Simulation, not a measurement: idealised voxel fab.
The following is a process module called voxel fin reveal.
cross-section cut | 230 nm wide | cells 5 nm
For the purposes of this document, a cross-section shall be understood as a grid of square cells, specified as bands listed in top-to-bottom order, each band consisting of one or more rows of cells.
Basically the band line says how high the top is and how high the bottom is, in nm, and then what's in it from left to right, every material with its width in nm. Empty space shows up as "blank", and if a single material carries "edge to edge" it runs the full band edge to edge.
Height 0 is the level under which the wafer as received is all one material. The lowest band goes on downwards, as in "0 nm and below".
Per-row width for "30 to 40": begins at first number (top row of band), ends at second number (bottom row), increment between rows held constant.
What does "nothing different" mean for a step? It means no cell of the cross-section changed in that step.
In the "Listed closed voids" entry, you get each enclosed empty space of 8 cells or more, one with no open way to the top, written width x height at distance, distance from the left edge, in nm.
Read whatever lies past the settings on a step's line as the simulator's own remark about the step.
Regarding "overlay nm": on a step with a mask, it is the distance the mask lay to the right of its planned place; a negative value places it to the left.
## Planned step list for the process
| 1 | RECEIVE (material Si) |
| 2 | CONFORMAL_DEP (material SiN; thk nm 5) |
| 3 | DIRECTIONAL_DEP (material aC; thk nm 15) |
| 4 | PATTERN (tone cover; mask id FINS; material resist; width nm 15; pitch nm 35; thk nm 35; overlay nm 0) |
| 5 | DIRECTIONAL_ETCH (etch materials aC; depth nm 15) |
| 6 | STRIP (etch materials resist) |
| 7 | DIRECTIONAL_ETCH (etch materials SiN; depth nm 5) |
| 8 | DIRECTIONAL_ETCH (etch materials Si; depth nm 30) |
| 9 | STRIP (etch materials aC) |
| 10 | FILL_DEP (material SiO2; thk nm 10) |
| 11 | CMP (height nm 5) |
| 12 | SELECTIVE_ETCH (etch materials SiO2; depth nm 25) |
| 13 | STRIP (etch materials SiN) |
| 14 | CONFORMAL_DEP (material HfO2; thk nm 5) |
## Wafer as received: cross-section following step 1
	0 nm and below = Si edge to edge
	Listed closed voids: none
## The first of the two wafers as seen in cross-section once the module was finished; processing followed the plan
	5 nm to 0 nm = blank 65 nm  HfO2 25 nm  blank 10 nm  HfO2 25 nm  blank 10 nm  HfO2 25 nm  blank 70 nm
	0 nm to -15 nm = blank 65 nm  HfO2 5 nm  Si 15 nm  HfO2 5 nm  blank 10 nm  HfO2 5 nm  Si 15 nm  HfO2 5 nm  blank 10 nm  HfO2 5 nm  Si 15 nm  HfO2 5 nm  blank 70 nm
	-15 nm to -20 nm = HfO2 70 nm  Si 15 nm  HfO2 20 nm  Si 15 nm  HfO2 20 nm  Si 15 nm  HfO2 75 nm
	-20 nm to -30 nm = SiO2 70 nm  Si 15 nm  SiO2 20 nm  Si 15 nm  SiO2 20 nm  Si 15 nm  SiO2 75 nm
	-30 nm and below = Si edge to edge
	Listed closed voids: none
## Wafer two (of two), end-of-module cross-section: start = wafer one, plan = wafer one, one run mistake
	5 nm to 0 nm = blank 60 nm  HfO2 25 nm  blank 10 nm  HfO2 25 nm  blank 10 nm  HfO2 25 nm  blank 75 nm
	0 nm to -15 nm = blank 60 nm  HfO2 5 nm  Si 15 nm  HfO2 5 nm  blank 10 nm  HfO2 5 nm  Si 15 nm  HfO2 5 nm  blank 10 nm  HfO2 5 nm  Si 15 nm  HfO2 5 nm  blank 75 nm
	-15 nm to -20 nm = HfO2 65 nm  Si 15 nm  HfO2 20 nm  Si 15 nm  HfO2 20 nm  Si 15 nm  HfO2 80 nm
	-20 nm to -30 nm = SiO2 65 nm  Si 15 nm  SiO2 20 nm  Si 15 nm  SiO2 20 nm  Si 15 nm  SiO2 80 nm
	-30 nm and below = Si edge to edge
	Listed closed voids: none
Processing error: step 4 was not run as planned; what actually ran was PATTERN (tone cover; mask id FINS; material resist; width nm 15; pitch nm 35; thk nm 35; overlay nm -5)
So at the finish, the second wafer's got exactly as many cells of each material as the first, just not in the same spots.
